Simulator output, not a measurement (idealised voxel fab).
process module | voxel air gaps
cross-section cut | 240 nm wide | cells 5 nm
A cross-section is a grid of square cells, given in bands from the top down. A band is one or more rows of cells.
Each band's line starts with the height of the band's top and of its bottom, in nm. Then come its materials from left to right, each with its width in nm. One material with "throughout" fills the band from edge to edge. "air" is empty space.
Height 0 is the level under which the wafer as received is all one material. The lowest band goes on downwards, as in "0 down".
A width such as "30 to 40" changes by the same amount from each row of cells to the next, from the band's top row to its bottom row.
"no change" after a step means that no cell of the cross-section changed.
closed voids: empty space of 8 cells or more with no open way to the top, each as width x height at its distance from the left edge, in nm
after a step's settings: what the simulator itself notes on the step
overlay nm, on a step with a mask: how far to the right of its planned place the mask lay; to the left if negative
plan
1 op RECEIVE | material Si
2 op CONFORMAL_DEP | material SiO2 | thk nm 15
3 op CONFORMAL_DEP | material SiCN | thk nm 5
4 op DIRECTIONAL_DEP | material SiO2 | thk nm 40
5 op PATTERN | tone open | mask id LINES | material resist | width nm 15 | pitch nm 40 | thk nm 20 | overlay nm 0
6 op DIRECTIONAL_ETCH | etch materials SiO2 | depth nm 40
7 op STRIP | etch materials resist
8 op CONFORMAL_DEP | material TiN | thk nm 5
9 op FILL_DEP | material Cu | thk nm 5
10 op CMP | height nm 60
11 op EPI | material Ru | thk nm 10
12 op SELECTIVE_ETCH | etch materials SiO2 | depth nm 50
13 op CONFORMAL_DEP | material SiCN | thk nm 5
as received, after step 1
  0 down: Si throughout
  closed voids: none
first wafer at the end, as planned
  75 to 70: air 35 | SiCN 165 | air 40
  70 to 60: air 35 | SiCN 5 | Ru 35 | SiCN 5 | Ru 35 | SiCN 5 | Ru 35 | SiCN 5 | Ru 35 | SiCN 5 | air 40
  60 to 55: air 35 | SiCN 15 | TiN 5 | Cu 5 | TiN 5 | SiCN 25 | TiN 5 | Cu 5 | TiN 5 | SiCN 25 | TiN 5 | Cu 5 | TiN 5 | SiCN 25 | TiN 5 | Cu 5 | TiN 5 | SiCN 15 | air 40
  55 to 25: air 45 | SiCN 5 | TiN 5 | Cu 5 | TiN 5 | SiCN 5 | air 15 | SiCN 5 | TiN 5 | Cu 5 | TiN 5 | SiCN 5 | air 15 | SiCN 5 | TiN 5 | Cu 5 | TiN 5 | SiCN 5 | air 15 | SiCN 5 | TiN 5 | Cu 5 | TiN 5 | SiCN 5 | air 50
  25 to 20: SiCN 50 | TiN 15 | SiCN 25 | TiN 15 | SiCN 25 | TiN 15 | SiCN 25 | TiN 15 | SiCN 55
  20 to 15: SiCN throughout
  15 to 0: SiO2 throughout
  0 down: Si throughout
  closed voids: 15 x 30 at 70; 15 x 30 at 110; 15 x 30 at 150
second wafer at the end: like start, like plan, one mistake
  75 to 70: SiCN throughout
  70 to 60: Ru throughout
  60 to 55: TiN 55 | Cu 5 | TiN 35 | Cu 5 | TiN 35 | Cu 5 | TiN 35 | Cu 5 | TiN 60
  55 to 25: SiO2 50 | TiN 5 | Cu 5 | TiN 5 | SiO2 25 | TiN 5 | Cu 5 | TiN 5 | SiO2 25 | TiN 5 | Cu 5 | TiN 5 | SiO2 25 | TiN 5 | Cu 5 | TiN 5 | SiO2 55
  25 to 20: SiO2 50 | TiN 15 | SiO2 25 | TiN 15 | SiO2 25 | TiN 15 | SiO2 25 | TiN 15 | SiO2 55
  20 to 15: SiCN throughout
  15 to 0: SiO2 throughout
  0 down: Si throughout
  closed voids: none
what went wrong: step 4 ran as: op DIRECTIONAL_DEP | material SiO2 | thk nm 35
at the end the second wafer has, in cells: 40 more of Ru | 100 fewer of SiCN | 252 more of SiO2 | 36 more of TiN
closed voids at the end (first wafer, second wafer): 3, 0
